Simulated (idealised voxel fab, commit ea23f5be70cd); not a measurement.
Process module name: voxel self aligned contacts
In the cross-section labelled cut, the width is 285 nm and each square cell is 5 nm.
A cross-section is a grid of square cells, given in bands from the top down. A band is one or more rows of cells. This entry defines a band. It first specifies the height of the band's top and the height of its bottom in nm, and then specifies the band's materials from left to right, stating each material with its width in nm. The word "everywhere" identifies a single material that fills the band from edge to edge, while the word "empty" identifies empty space. A quick word on heights: they are counted from 0, and under that level the wafer as it came to us is one material throughout. The lowest band is different from the rest in having no bottom; it simply continues downward, written as in "from 0 down". Quick explanation for "30->40": the width changes in equal steps down the rows of cells, from the first number in the band's top row to the second number in its bottom row. No cell of the cross-section changed in a step that is given as "all unchanged". This entry, "Fully enclosed voids", enumerates those empty regions of no fewer than 8 cells that possess no open connection to the top. Each region is reported in the form width x height at distance, the distance being taken from the left edge, with all three quantities expressed in nm. Note: text after step settings on the step line = simulator remark on that step. Steps that use a mask can have "overlay nm" on their line. It says how far the mask sat to the right of where it was meant to be. Negative means to the left.
THE FOLLOWING LIST GIVES THE PLANNED PROCESS STEPS
1 RECEIVE [material Si]
2 OXIDIZE [depth nm 5]
3 DIRECTIONAL_DEP [material polySi] [thk nm 30]
4 DIRECTIONAL_DEP [material SiN] [thk nm 20]
5 DIRECTIONAL_DEP [material aC] [thk nm 15]
6 PATTERN [tone cover] [mask id GATE] [material resist] [width nm 25] [pitch nm 60] [thk nm 30] [overlay nm 0]
7 DIRECTIONAL_ETCH [etch materials aC] [depth nm 15]
8 STRIP [etch materials resist]
9 DIRECTIONAL_ETCH [etch materials SiN] [depth nm 20]
10 DIRECTIONAL_ETCH [etch materials polySi] [depth nm 30]
11 STRIP [etch materials aC]
12 CONFORMAL_DEP [material SiN] [thk nm 10]
13 DIRECTIONAL_ETCH [etch materials SiN] [depth nm 10]
14 FILL_DEP [material SiO2] [thk nm 15]
15 CMP [height nm 55]
16 MASKED_ETCH [tone open] [mask id CONTACT] [width nm 45] [pitch nm 60] [etch materials SiO2] [depth nm 60] [overlay nm 0]
17 CONFORMAL_DEP [material TiN] [thk nm 5]
18 FILL_DEP [material Ru] [thk nm 10]
19 CMP [height nm 55]
20 CONFORMAL_DEP [material SiN] [thk nm 5]
CROSS-SECTION, INCOMING MATERIAL, AFTER STEP 1
- from 0 down | Si everywhere
- Fully enclosed voids: none
CROSS-SECTIONAL VIEW OF THE FIRST OF THE TWO WAFERS UPON COMPLETION OF THE MODULE, PROCESSED IN ACCORDANCE WITH THE PLAN
- from 60 to 55 | SiN everywhere
- from 55 to 50 | SiO2 90 / TiN 20 / Ru 5 / TiN 20 / SiO2 15 / TiN 20 / Ru 5 / TiN 20 / SiO2 90
- from 50 to 30 | SiO2 60 / SiN 45 / TiN 5 / Ru 5 / TiN 5 / SiN 45 / TiN 5 / Ru 5 / TiN 5 / SiN 45 / SiO2 60
- from 30 to 0 | SiO2 60 / SiN 10 / polySi 25 / SiN 10 / TiN 5 / Ru 5 / TiN 5 / SiN 10 / polySi 25 / SiN 10 / TiN 5 / Ru 5 / TiN 5 / SiN 10 / polySi 25 / SiN 10 / SiO2 60
- from 0 to -5 | SiO2 105 / TiN 15 / SiO2 45 / TiN 15 / SiO2 105
- from -5 down | Si everywhere
- Fully enclosed voids: none
SECOND OF TWO WAFERS, MODULE COMPLETE, SECTIONED: IT SHARES THE FIRST WAFER'S START AND PLAN BUT WAS RUN WITH ONE MISTAKE
- from 60 to 55 | SiN everywhere
- from 55 to 50 | TiN 110 / Ru 5 / TiN 55 / Ru 5 / TiN 110
- from 50 to 30 | SiO2 60 / SiN 45 / TiN 5 / Ru 5 / TiN 5 / SiN 45 / TiN 5 / Ru 5 / TiN 5 / SiN 45 / SiO2 60
- from 30 to 0 | SiO2 60 / SiN 10 / polySi 25 / SiN 10 / TiN 5 / Ru 5 / TiN 5 / SiN 10 / polySi 25 / SiN 10 / TiN 5 / Ru 5 / TiN 5 / SiN 10 / polySi 25 / SiN 10 / SiO2 60
- from 0 to -5 | SiO2 105 / TiN 15 / SiO2 45 / TiN 15 / SiO2 105
- from -5 down | Si everywhere
- Fully enclosed voids: none
Processing error: note that step 15 departed from the planned setting and was carried out as CMP [height nm 50]
Final wafer comparison in cells, second versus first, more or fewer per material: -39 SiO2; +39 TiN
